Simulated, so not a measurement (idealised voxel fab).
This is a process module. Its name is voxel released beams.
We display cut, a cross-section 210 nm in width whose square cells are each 5 nm.
Bands, listed from the top down, are how a cross-section gets written in this document; the cross-section itself is a grid of square cells, and a band is one or more rows of them.
What a band's entry tells you: where the top is and where the bottom is, as heights in nm, and after that what lies inside, material by material from left to right, each with its width in nm. Empty space is written as the word "air", and a single material marked with the word "everywhere" occupies the band from edge to edge.
The level at which height equals 0 is the one under which the wafer, as it arrives, is entirely one material. No lower edge exists for the bottom band, which continues downward and is notated as in "top 0, no bottom".
Graded width ("30 to 40"): value in top row of band = first number; value in bottom row = second number; row-to-row change constant.
Basically "no modification" means that step didn't change any cell in the cross-section.
The label "Sealed void list" introduces a list of the empty spaces, 8 cells or larger, that have no open way up to the top; each entry in it reads width x height at distance, where the distance is taken from the left edge and all three are stated in nm.
Whatever follows a step's settings on its line is a remark the simulator itself makes about that step.
The setting "overlay nm" may be written on the line of a step. When the step uses a mask, the value reports how far to the right of the planned place the mask lay, and a negative value reports that it lay to the left.

SET OUT BELOW ARE THE PLANNED STEPS OF THE PROCESS
1. RECEIVE: material Si
2. CONFORMAL_DEP: material SiN, thk nm 10
3. DIRECTIONAL_DEP: material SiO2, thk nm 15
4. DIRECTIONAL_DEP: material aC, thk nm 15
5. PATTERN: tone open, mask id ANCHOR, material resist, width nm 45, thk nm 30, overlay nm 0
6. DIRECTIONAL_ETCH: etch materials aC, depth nm 15
7. STRIP: etch materials resist
8. DIRECTIONAL_ETCH: etch materials SiO2, depth nm 15
9. STRIP: etch materials aC
10. CONFORMAL_DEP: material W, thk nm 15
11. DIRECTIONAL_DEP: material aC, thk nm 15
12. PATTERN: tone cover, mask id BEAM, material resist, width nm 120, thk nm 35, overlay nm 0
13. DIRECTIONAL_ETCH: etch materials aC, depth nm 15
14. STRIP: etch materials resist
15. DIRECTIONAL_ETCH: etch materials W, depth nm 15
16. STRIP: etch materials aC
17. STRIP: etch materials SiO2

CROSS-SECTIONAL VIEW OF THE WAFER IN ITS AS-RECEIVED CONDITION, CORRESPONDING TO THE STATE AFTER STEP 1
  top 0, no bottom | Si everywhere
  Sealed void list: none

FIRST WAFER AT THE END, AS PLANNED
  top 40, bottom 25 | air=40  W=20  air=15  W=85  air=50
  top 25, bottom 10 | air=45  W=45  air=120
  top 10, bottom 0 | SiN everywhere
  top 0, no bottom | Si everywhere
  Sealed void list: none

END OF MODULE, SECOND WAFER, CROSS-SECTION. STARTED LIKE THE FIRST, PLANNED LIKE THE FIRST, RUN WITH ONE MISTAKE
  top 40, bottom 25 | air=40  W=25  air=5  W=90  air=50
  top 25, bottom 10 | air=50  W=35  air=125
  top 10, bottom 0 | SiN everywhere
  top 0, no bottom | Si everywhere
  Sealed void list: none
what went wrong: step 5 was run on a setting that differed from the plan, and what really ran there is PATTERN: tone open, mask id ANCHOR, material resist, width nm 35, thk nm 30, overlay nm 0
If you tally the cells, the second wafer ends up with the same amount of every material as the first; it's all just sitting in different places.
